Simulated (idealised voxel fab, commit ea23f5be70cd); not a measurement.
Process module heading - voxel capacitor over wiring
For reference, the cross-section in this document is cut, with width 195 nm and square cells of 5 nm.
Throughout this document, each cross-section is represented as a grid of square cells and is presented as a sequence of bands enumerated from the top downward, where a band comprises one or more rows of cells.
Within each band entry, the heights of the top and of the bottom of the band appear first, in that order and in nm; the materials of the band then follow from left to right, each with its corresponding width in nm. The designation "full width" on a single material indicates that it fills the band from edge to edge; the designation "air" indicates empty space.
It should be noted that heights are counted from 0, beneath which the wafer as supplied is of one material throughout, and that the lowest band possesses no lower boundary but continues downward, as written in "z 0 and below".
The expression "30->40" gives the width at the extremes of the band, the first number at its top row of cells and the second at its bottom row, with the width changing by equal amounts from each row to the next in between.
"no alterations made" for a step: no cell of the cross-section changed in that step.
In the "Enclosed void list" entry, you get each enclosed empty space of 8 cells or more, one with no open way to the top, written width x height at distance, distance from the left edge, in nm.
It should be noted that, on the line of a given step, the content following the step's settings is a remark produced by the simulator itself with respect to that step.
When a step includes a mask, the "overlay nm" setting on its line states how far to the right of its planned place that mask lay, and negative values state how far to the left.
plan:
step 1: RECEIVE,material Si
step 2: CONFORMAL_DEP,material SiO2,thk nm 15
step 3: CONFORMAL_DEP,material SiCN,thk nm 5
step 4: DIRECTIONAL_DEP,material lowk,thk nm 20
step 5: MASKED_ETCH,tone open,mask id METAL_1,width nm 20,pitch nm 80,etch materials lowk,depth nm 20,overlay nm 0
step 6: MASKED_ETCH,tone open,mask id METAL_1,width nm 20,pitch nm 80,etch materials SiCN,depth nm 5,overlay nm 0
step 7: CONFORMAL_DEP,material TiN,thk nm 5
step 8: FILL_DEP,material Cu,thk nm 5
step 9: CMP,height nm 40
step 10: CONFORMAL_DEP,material SiCN,thk nm 5
step 11: DIRECTIONAL_DEP,material lowk,thk nm 20
step 12: DIRECTIONAL_DEP,material aC,thk nm 10
step 13: PATTERN,tone open,mask id PLUG_1,material resist,width nm 15,thk nm 25,overlay nm 0
step 14: DIRECTIONAL_ETCH,etch materials aC,depth nm 10
step 15: STRIP,etch materials resist
step 16: DIRECTIONAL_ETCH,etch materials lowk,depth nm 20
step 17: DIRECTIONAL_ETCH,etch materials SiCN,depth nm 5
step 18: STRIP,etch materials aC
step 19: CONFORMAL_DEP,material TiN,thk nm 5
step 20: FILL_DEP,material Ru,thk nm 10
step 21: CMP,height nm 65
step 22: DIRECTIONAL_DEP,material TiN,thk nm 5
step 23: DIRECTIONAL_DEP,material Al2O3,thk nm 5
step 24: DIRECTIONAL_DEP,material TiN,thk nm 10
step 25: MASKED_ETCH,tone cover,mask id UPPER_PLATE,width nm 65,etch materials TiN,depth nm 10,overlay nm 0
step 26: MASKED_ETCH,tone cover,mask id UPPER_PLATE,width nm 65,etch materials Al2O3,depth nm 5,overlay nm 0
step 27: MASKED_ETCH,tone cover,mask id LOWER_PLATE,width nm 75,etch materials TiN,depth nm 5,overlay nm 0
step 28: FILL_DEP,material SiO2,thk nm 15
step 29: CMP,height nm 85
step 30: PATTERN,tone open,mask id PLUG_2,material resist,width nm 15,thk nm 15,overlay nm 0
step 31: DIRECTIONAL_ETCH,etch materials SiO2,depth nm 10
step 32: STRIP,etch materials resist
step 33: CONFORMAL_DEP,material TiN,thk nm 5
step 34: FILL_DEP,material W,thk nm 5
step 35: CMP,height nm 95
step 36: CONFORMAL_DEP,material SiCN,thk nm 5
The height nm used in step 29 is not the same on every wafer, whereas the starting condition is; the value printed in the plan is the first wafer's.
Step 1 complete: as-received cross-section of the first of several wafers:
  z 0 and below  Si full width
  Enclosed void list: none
Once step 36, the last step, is complete, the module is at its end; this is the cross-section of the first of several wafers:
  z 100 to 95  SiCN full width
  z 95 to 90  W full width
  z 90 to 85  TiN full width
  z 85 to 75  50 SiO2, then 65 TiN, then 80 SiO2
  z 75 to 70  50 SiO2, then 65 Al2O3, then 80 SiO2
  z 70 to 65  45 SiO2, then 75 TiN, then 75 SiO2
  z 65 to 45  50 lowk, then 5 TiN, then 5 Ru, then 5 TiN, then 130 lowk
  z 45 to 40  50 SiCN, then 15 TiN, then 130 SiCN
  z 40 to 20  45 lowk, then 5 TiN, then 10 Cu, then 5 TiN, then 60 lowk, then 5 TiN, then 10 Cu, then 5 TiN, then 50 lowk
  z 20 to 15  45 SiCN, then 20 TiN, then 60 SiCN, then 20 TiN, then 50 SiCN
  z 15 to 0  SiO2 full width
  z 0 and below  Si full width
  Enclosed void list: none
Sectional view of the last wafer upon completion of the module:
  z 100 to 95  SiCN full width
  z 95 to 90  60 SiO2, then 15 TiN, then 120 SiO2
  z 90 to 85  SiO2 full width
  z 85 to 75  50 SiO2, then 65 TiN, then 80 SiO2
  z 75 to 70  50 SiO2, then 65 Al2O3, then 80 SiO2
  z 70 to 65  45 SiO2, then 75 TiN, then 75 SiO2
  z 65 to 45  50 lowk, then 5 TiN, then 5 Ru, then 5 TiN, then 130 lowk
  z 45 to 40  50 SiCN, then 15 TiN, then 130 SiCN
  z 40 to 20  45 lowk, then 5 TiN, then 10 Cu, then 5 TiN, then 60 lowk, then 5 TiN, then 10 Cu, then 5 TiN, then 50 lowk
  z 20 to 15  45 SiCN, then 20 TiN, then 60 SiCN, then 20 TiN, then 50 SiCN
  z 15 to 0  SiO2 full width
  z 0 and below  Si full width
  Enclosed void list: none
wafer rows; end of module; cells per material since receipt: (+) gained, (-) lost; then closed voids:
height nm 85; +13 Al2O3; +16 Cu; +4 Ru; +106 SiCN; +219 SiO2; +115 TiN; +39 W; +268 lowk; Enclosed void list: none
height nm 90; +13 Al2O3; +16 Cu; +4 Ru; +106 SiCN; +255 SiO2; +117 TiN; +1 W; +268 lowk; Enclosed void list: none
height nm 95; +13 Al2O3; +16 Cu; +4 Ru; +106 SiCN; +291 SiO2; +81 TiN; +1 W; +268 lowk; Enclosed void list: none
height nm 100; +13 Al2O3; +16 Cu; +4 Ru; +106 SiCN; +294 SiO2; +79 TiN; +268 lowk; Enclosed void list: none
